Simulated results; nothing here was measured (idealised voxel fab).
Name of the process module below: voxel capacitor over wiring
Xsec cut, 250 nm wide, square cell size 5 nm.
Cross-section = grid of square cells, listed top down in bands; band = one or more rows. Look at the band entry: it leads with the top's height and the bottom's height in nm. Then it lists the materials left to right, with a width in nm for each. The word "all across" on a single material says that material fills the band edge to edge. The word "air" is empty space. For the purposes of this specification, 0 denotes the height below which the wafer in its as-received condition is composed wholly of one material, and the lowermost band, lacking a lower limit, extends downward without end, as expressed in "0 -> down". You'd read "30 to 40" like this: the band's top row of cells is as wide as the first number, its bottom row is as wide as the second, and going down, every row changes width by the same amount as the row before did. Step marked "everything unchanged"? Then no cell in the cross-section changed in it. Heads up: "Completely sealed voids" only lists the empty pockets with no open path to the top that are 8 cells or more, and it writes them as width x height at distance, distance from the left edge, in nm. Text after the settings on a step's line: the simulator's own remark on that step. overlay nm: step with mask; distance mask lay right of planned place; negative value = left of planned place.

The process steps that were planned are listed below:
- 1: RECEIVE, material Si
- 2: CONFORMAL_DEP, material SiO2, thk nm 10
- 3: DIRECTIONAL_DEP, material TiN, thk nm 5
- 4: DIRECTIONAL_DEP, material Ru, thk nm 25
- 5: PATTERN, tone cover, mask id METAL_1, material resist, width nm 30, pitch nm 80, thk nm 20, overlay nm 0
- 6: DIRECTIONAL_ETCH, etch materials Ru, depth nm 25
- 7: DIRECTIONAL_ETCH, etch materials TiN, depth nm 5
- 8: STRIP, etch materials resist
- 9: CONFORMAL_DEP, material SiN, thk nm 5
- 10: FILL_DEP, material SiO2, thk nm 10
- 11: CMP, height nm 40
- 12: CONFORMAL_DEP, material SiCN, thk nm 5
- 13: DIRECTIONAL_DEP, material SiO2, thk nm 15
- 14: PATTERN, tone open, mask id PLUG_1, material resist, width nm 15, thk nm 20, overlay nm 0
- 15: DIRECTIONAL_ETCH, etch materials SiO2, depth nm 15
- 16: DIRECTIONAL_ETCH, etch materials SiCN, depth nm 5
- 17: STRIP, etch materials resist
- 18: CONFORMAL_DEP, material TiN, thk nm 5
- 19: FILL_DEP, material Cu, thk nm 5
- 20: CMP, height nm 60
- 21: DIRECTIONAL_DEP, material TiN, thk nm 5
- 22: DIRECTIONAL_DEP, material SiN, thk nm 5
- 23: DIRECTIONAL_DEP, material TiN, thk nm 10
- 24: PATTERN, tone cover, mask id UPPER_PLATE, material resist, width nm 55, thk nm 20, overlay nm 0
- 25: DIRECTIONAL_ETCH, etch materials TiN, depth nm 10
- 26: DIRECTIONAL_ETCH, etch materials SiN, depth nm 5
- 27: STRIP, etch materials resist
- 28: PATTERN, tone cover, mask id LOWER_PLATE, material resist, width nm 65, thk nm 15, overlay nm 0
- 29: DIRECTIONAL_ETCH, etch materials TiN, depth nm 5
- 30: STRIP, etch materials resist
- 31: FILL_DEP, material SiO2, thk nm 20
- 32: CMP, height nm 95
- 33: DIRECTIONAL_DEP, material aC, thk nm 15
- 34: PATTERN, tone open, mask id PLUG_2, material resist, width nm 15, thk nm 35, overlay nm 0
- 35: DIRECTIONAL_ETCH, etch materials aC, depth nm 15
- 36: STRIP, etch materials resist
- 37: DIRECTIONAL_ETCH, etch materials SiO2, depth nm 15
- 38: STRIP, etch materials aC
- 39: CONFORMAL_DEP, material TiN, thk nm 5
- 40: FILL_DEP, material W, thk nm 10
- 41: CMP, height nm 95
- 42: CONFORMAL_DEP, material SiN, thk nm 5

Wafer at receipt (post step 1), cross-section:
* 0 -> down | Si all across
* Completely sealed voids: none

End-of-module cross-section. Starting structure and process plan as above; one mistake made in running it:
* 100 -> 95 | SiN all across
* 95 -> 85 | 90 nm SiO2, then 5 nm TiN, then 5 nm W, then 5 nm TiN, then 145 nm SiO2
* 85 -> 80 | 90 nm SiO2, then 15 nm TiN, then 145 nm SiO2
* 80 -> 70 | 85 nm SiO2, then 55 nm TiN, then 110 nm SiO2
* 70 -> 65 | 85 nm SiO2, then 55 nm SiN, then 110 nm SiO2
* 65 -> 60 | 80 nm SiO2, then 65 nm TiN, then 105 nm SiO2
* 60 -> 45 | 85 nm SiO2, then 5 nm TiN, then 5 nm Cu, then 5 nm TiN, then 150 nm SiO2
* 45 -> 40 | 85 nm SiCN, then 15 nm TiN, then 150 nm SiCN
* 40 -> 15 | 65 nm SiO2, then 5 nm SiN, then 30 nm Ru, then 5 nm SiN, then 40 nm SiO2, then 5 nm SiN, then 30 nm Ru, then 5 nm SiN, then 65 nm SiO2
* 15 -> 10 | 70 nm SiN, then 30 nm TiN, then 50 nm SiN, then 30 nm TiN, then 70 nm SiN
* 10 -> 0 | SiO2 all across
* 0 -> down | Si all across
* Completely sealed voids: none
It is concluded that the wafer was processed incorrectly with respect to the plan, in that step 34 was not run as planned; what actually ran was PATTERN, tone open, mask id PLUG_2, material resist, width nm 15, thk nm 35, overlay nm -5
